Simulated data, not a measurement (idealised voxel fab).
Name of the process module below: voxel air gaps
FYI the section here is cut, 285 nm wide, cells are 5 nm squares.
Think of the cross-section as a grid of square cells. We describe it in bands, top to bottom, and each band covers one or more rows of those cells. This entry defines a band. It first specifies the height of the band's top and the height of its bottom in nm, and then specifies the band's materials from left to right, stating each material with its width in nm. The word "everywhere" identifies a single material that fills the band from edge to edge, while the word "blank" identifies empty space. Beneath 0, the wafer as received is one material, and that level is where height counting begins. The lowest band goes on downward without a bottom; it is written like "0..down". Read "30..40" as a graded width: first number on top, second number at the bottom, same change between each pair of neighbouring rows. "no modifications", as given for a step, is the statement that not any cell of the cross-section underwent a change during that step. Voids not open to the top, 8 cells minimum: see "Entrapped voids". Written width x height at distance; distance is from the left edge; nm. On a step's line, text after the settings is the simulator commenting on that step. overlay nm: on a step with a mask, how far right of its planned place the mask lay; negative means left.

Set out below are the planned steps of the process
step 1: op RECEIVE | material Si
step 2: op CONFORMAL_DEP | material SiO2 | thk nm 15
step 3: op CONFORMAL_DEP | material SiN | thk nm 5
step 4: op DIRECTIONAL_DEP | material lowk | thk nm 30
step 5: op MASKED_ETCH | tone open | mask id LINES | width nm 20 | pitch nm 50 | etch materials lowk | depth nm 30 | overlay nm 0
step 6: op CONFORMAL_DEP | material TiN | thk nm 5
step 7: op FILL_DEP | material Cu | thk nm 10
step 8: op CMP | height nm 50
step 9: op EPI | material Ru | thk nm 10
step 10: op SELECTIVE_ETCH | etch materials lowk | depth nm 40
step 11: op CONFORMAL_DEP | material SiN | thk nm 5

Cross-section of the wafer upon arrival, representing the state reached after step 1
0..down = Si everywhere
Entrapped voids: none

Post-module cross-section of the first of two wafers (run per plan)
65..60 = 40 nm blank, 200 nm SiN, 45 nm blank
60..50 = 40 nm blank, 5 nm SiN, 40 nm Ru, 10 nm SiN, 40 nm Ru, 10 nm SiN, 40 nm Ru, 10 nm SiN, 40 nm Ru, 5 nm SiN, 45 nm blank
50..45 = 40 nm blank, 15 nm SiN, 5 nm TiN, 10 nm Cu, 5 nm TiN, 30 nm SiN, 5 nm TiN, 10 nm Cu, 5 nm TiN, 30 nm SiN, 5 nm TiN, 10 nm Cu, 5 nm TiN, 30 nm SiN, 5 nm TiN, 10 nm Cu, 5 nm TiN, 15 nm SiN, 45 nm blank
45..25 = 50 nm blank, 5 nm SiN, 5 nm TiN, 10 nm Cu, 5 nm TiN, 5 nm SiN, 20 nm blank, 5 nm SiN, 5 nm TiN, 10 nm Cu, 5 nm TiN, 5 nm SiN, 20 nm blank, 5 nm SiN, 5 nm TiN, 10 nm Cu, 5 nm TiN, 5 nm SiN, 20 nm blank, 5 nm SiN, 5 nm TiN, 10 nm Cu, 5 nm TiN, 5 nm SiN, 55 nm blank
25..20 = 55 nm SiN, 20 nm TiN, 30 nm SiN, 20 nm TiN, 30 nm SiN, 20 nm TiN, 30 nm SiN, 20 nm TiN, 60 nm SiN
20..15 = SiN everywhere
15..0 = SiO2 everywhere
0..down = Si everywhere
Entrapped voids: 20 x 20 at 80; 20 x 20 at 130; 20 x 20 at 180

Wafer two, end of module, cross-section. Same start, same plan as wafer one. One mistake in the run
70..65 = SiN everywhere
65..55 = Ru everywhere
55..50 = 60 nm TiN, 10 nm Cu, 40 nm TiN, 10 nm Cu, 40 nm TiN, 10 nm Cu, 40 nm TiN, 10 nm Cu, 65 nm TiN
50..25 = 55 nm lowk, 5 nm TiN, 10 nm Cu, 5 nm TiN, 30 nm lowk, 5 nm TiN, 10 nm Cu, 5 nm TiN, 30 nm lowk, 5 nm TiN, 10 nm Cu, 5 nm TiN, 30 nm lowk, 5 nm TiN, 10 nm Cu, 5 nm TiN, 60 nm lowk
25..20 = 55 nm lowk, 20 nm TiN, 30 nm lowk, 20 nm TiN, 30 nm lowk, 20 nm TiN, 30 nm lowk, 20 nm TiN, 60 nm lowk
20..15 = SiN everywhere
15..0 = SiO2 everywhere
0..down = Si everywhere
Entrapped voids: none
So what did we get wrong on this run? off-plan run, step 8, actual operation and settings op CMP | height nm 55
Final tally in cells, some materials are higher or lower on the second wafer than on the first: Cu +8 | Ru +50 | SiN -96 | TiN +49 | lowk +246
Heads up: the first wafer ends with 3 closed voids, the second with 0.
